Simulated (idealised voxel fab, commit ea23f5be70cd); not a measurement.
Title: Process Module voxel self aligned contacts
Cross-section cut: width 235 nm, square cells of 5 nm.
Cross-section layout: square cells on a grid; listed as bands, top to bottom; a band spans one or more cell rows. Band entry format. Leading values: height of top, height of bottom, nm. Remainder: materials in left-to-right order, each with its width in nm. Special words: "edge to edge" on a single material, which then fills the band edge to edge; "blank", empty space. Note: height 0 marks the level under which the wafer is uniformly one material as received. Lowest band unbounded below, written "0 down". The expression "30 to 40" gives the width at the extremes of the band, the first number at its top row of cells and the second at its bottom row, with the width changing by equal amounts from each row to the next in between. The designation "no change", where it is given for a processing step, indicates that no cell of the cross-section was altered in the course of that step. If an empty space has no open way to the top and is at least 8 cells in size, "Unvented internal voids" lists it, written width x height at distance, where distance is measured from the left edge and every value is in nm. Formally, on a step line, whatever follows the settings is a remark that the simulator itself makes on the step. "overlay nm", when on a step's line for a step with a mask, measures how far to the right of its planned place the mask lay; a negative measure means to the left.
List of planned process steps
1. RECEIVE [material Si]
2. CONFORMAL_DEP [material SiO2] [thk nm 5]
3. DIRECTIONAL_DEP [material polySi] [thk nm 20]
4. DIRECTIONAL_DEP [material SiN] [thk nm 20]
5. DIRECTIONAL_DEP [material aC] [thk nm 10]
6. PATTERN [tone cover] [mask id GATE] [material resist] [width nm 35] [pitch nm 75] [thk nm 25] [overlay nm 0]
7. DIRECTIONAL_ETCH [etch materials aC] [depth nm 10]
8. STRIP [etch materials resist]
9. DIRECTIONAL_ETCH [etch materials SiN] [depth nm 20]
10. DIRECTIONAL_ETCH [etch materials polySi] [depth nm 20]
11. STRIP [etch materials aC]
12. CONFORMAL_DEP [material SiN] [thk nm 10]
13. DIRECTIONAL_ETCH [etch materials SiN] [depth nm 10]
14. FILL_DEP [material SiO2] [thk nm 20]
15. CMP [height nm 55]
16. PATTERN [tone open] [mask id CONTACT] [material resist] [width nm 50] [pitch nm 75] [thk nm 15] [overlay nm 0]
17. DIRECTIONAL_ETCH [etch materials SiO2] [depth nm 55]
18. STRIP [etch materials resist]
19. CONFORMAL_DEP [material TiN] [thk nm 5]
20. FILL_DEP [material W] [thk nm 5]
21. CMP [height nm 55]
22. CONFORMAL_DEP [material SiN] [thk nm 5]
Wafer-to-wafer difference: width nm, step 16. Common start. Plan = first wafer's value.
Cross-section, first of several wafers, as delivered after step 1
- 0 down | Si edge to edge
- Unvented internal voids: none
Quick look at the cross-section of the first of several wafers after step 22, which wraps up the module
- 60 to 55 | SiN edge to edge
- 55 to 45 | 55 nm SiO2  5 to 20 nm TiN  40 to 10 nm W  5 to 20 nm TiN  25 nm SiO2  5 to 20 nm TiN  40 to 10 nm W  5 to 20 nm TiN  55 nm SiO2
- 45 to 25 | 15 nm SiO2  55 nm SiN  5 nm TiN  10 nm W  5 nm TiN  55 nm SiN  5 nm TiN  10 nm W  5 nm TiN  55 nm SiN  15 nm SiO2
- 25 to 5 | 15 nm SiO2  10 nm SiN  35 nm polySi  10 nm SiN  5 nm TiN  10 nm W  5 nm TiN  10 nm SiN  35 nm polySi  10 nm SiN  5 nm TiN  10 nm W  5 nm TiN  10 nm SiN  35 nm polySi  10 nm SiN  15 nm SiO2
- 5 to 0 | 70 nm SiO2  20 nm TiN  55 nm SiO2  20 nm TiN  70 nm SiO2
- 0 down | Si edge to edge
- Unvented internal voids: none
A cross-section through the last wafer at the close of the module
- 60 to 55 | SiN edge to edge
- 55 to 45 | 50 nm SiO2  5 to 25 nm TiN  50 to 10 nm W  5 to 25 nm TiN  15 nm SiO2  5 to 25 nm TiN  50 to 10 nm W  5 to 25 nm TiN  50 nm SiO2
- 45 to 25 | 15 nm SiO2  55 nm SiN  5 nm TiN  10 nm W  5 nm TiN  55 nm SiN  5 nm TiN  10 nm W  5 nm TiN  55 nm SiN  15 nm SiO2
- 25 to 5 | 15 nm SiO2  10 nm SiN  35 nm polySi  10 nm SiN  5 nm TiN  10 nm W  5 nm TiN  10 nm SiN  35 nm polySi  10 nm SiN  5 nm TiN  10 nm W  5 nm TiN  10 nm SiN  35 nm polySi  10 nm SiN  15 nm SiO2
- 5 to 0 | 70 nm SiO2  20 nm TiN  55 nm SiO2  20 nm TiN  70 nm SiO2
- 0 down | Si edge to edge
- Unvented internal voids: none
Heads up, this table goes wafer by wafer. A row tells you, at the end of the module, how many cells of each material that wafer has put on (+) or dropped (-) since it was received, and then its closed voids
width nm 50, +227 SiN, +141 SiO2, +60 TiN, +52 W, +84 polySi, Unvented internal voids: none
width nm 55, +227 SiN, +137 SiO2, +62 TiN, +54 W, +84 polySi, Unvented internal voids: none
width nm 60, +227 SiN, +133 SiO2, +64 TiN, +56 W, +84 polySi, Unvented internal voids: none
